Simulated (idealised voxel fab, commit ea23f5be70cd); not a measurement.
This section sets out a process module, namely voxel tone inversion.
Square cell edge 5 nm, section width 175 nm, ID cut.
Cross-section spec: square-cell grid; bands listed top down; each band is one or more rows. What a band's entry tells you: where the top is and where the bottom is, as heights in nm, and after that what lies inside, material by material from left to right, each with its width in nm. Empty space is written as the word "blank", and a single material marked with the word "edge to edge" occupies the band from edge to edge. Height reference: 0 = level under which incoming wafer is all one material. Lowest band: no bottom, runs on downward, e.g. "0 down". Quick explanation for "30 to 40": the width changes in equal steps down the rows of cells, from the first number in the band's top row to the second number in its bottom row. Reading "remained unchanged" for a step: not a cell of the cross-section changed in it. Voids not open to the top, 8 cells minimum: see "Trapped void list". Written width x height at distance; distance is from the left edge; nm. Heads up: the bit after the settings on a step's line is the simulator's remark on that step. overlay nm: how far to the right of its planned place the mask lay on this masked step (negative: to the left).
-- This section lists the process steps that were planned
| 1 | RECEIVE, material Si |
| 2 | CONFORMAL_DEP, material SiCN, thk nm 10 |
| 3 | DIRECTIONAL_DEP, material polySi, thk nm 25 |
| 4 | PATTERN, tone cover, mask id POSTS, material resist, width nm 15, pitch nm 50, thk nm 35, overlay nm 0 |
| 5 | DIRECTIONAL_ETCH, etch materials polySi, depth nm 25 |
| 6 | STRIP, etch materials resist |
| 7 | FILL_DEP, material SiO2, thk nm 10 |
| 8 | CMP, height nm 35 |
| 9 | STRIP, etch materials polySi |
| 10 | CONFORMAL_DEP, material TiN, thk nm 5 |
| 11 | FILL_DEP, material Cu, thk nm 10 |
| 12 | CMP, height nm 35 |
| 13 | CONFORMAL_DEP, material SiCN, thk nm 5 |
For clarity, it should be stated that the wafers under discussion commence in an identical condition and differ with respect to the width nm of step 4, the plan indicating the value that the first wafer had.
-- Cross-section: the first of several wafers in its as-received state, i.e. following step 1
0 down | Si edge to edge
Trapped void list: none
-- first wafer at the end, after step 13
40 to 35 | SiCN edge to edge
35 to 15 | SiO2 30, TiN 5, Cu 5, TiN 5, SiO2 35, TiN 5, Cu 5, TiN 5, SiO2 35, TiN 5, Cu 5, TiN 5, SiO2 30
15 to 10 | SiO2 30, TiN 15, SiO2 35, TiN 15, SiO2 35, TiN 15, SiO2 30
10 to 0 | SiCN edge to edge
0 down | Si edge to edge
Trapped void list: none
-- last wafer at the end
40 to 35 | SiCN edge to edge
35 to 15 | SiO2 20, TiN 5, Cu 25, TiN 5, SiO2 15, TiN 5, Cu 25, TiN 5, SiO2 15, TiN 5, Cu 25, TiN 5, SiO2 20
15 to 10 | SiO2 20, TiN 35, SiO2 15, TiN 35, SiO2 15, TiN 35, SiO2 20
10 to 0 | SiCN edge to edge
0 down | Si edge to edge
Trapped void list: none
-- Where each wafer stands at the end of the module, a row apiece: cells of each material gained (+) or lost (-) since it was received, then closed voids
width nm 15 | +12 Cu | +105 SiCN | +130 SiO2 | +33 TiN | Trapped void list: none
width nm 20 | +24 Cu | +105 SiCN | +115 SiO2 | +36 TiN | Trapped void list: none
width nm 25 | +36 Cu | +105 SiCN | +100 SiO2 | +39 TiN | Trapped void list: none
width nm 30 | +48 Cu | +105 SiCN | +85 SiO2 | +42 TiN | Trapped void list: none
width nm 35 | +60 Cu | +105 SiCN | +70 SiO2 | +45 TiN | Trapped void list: none
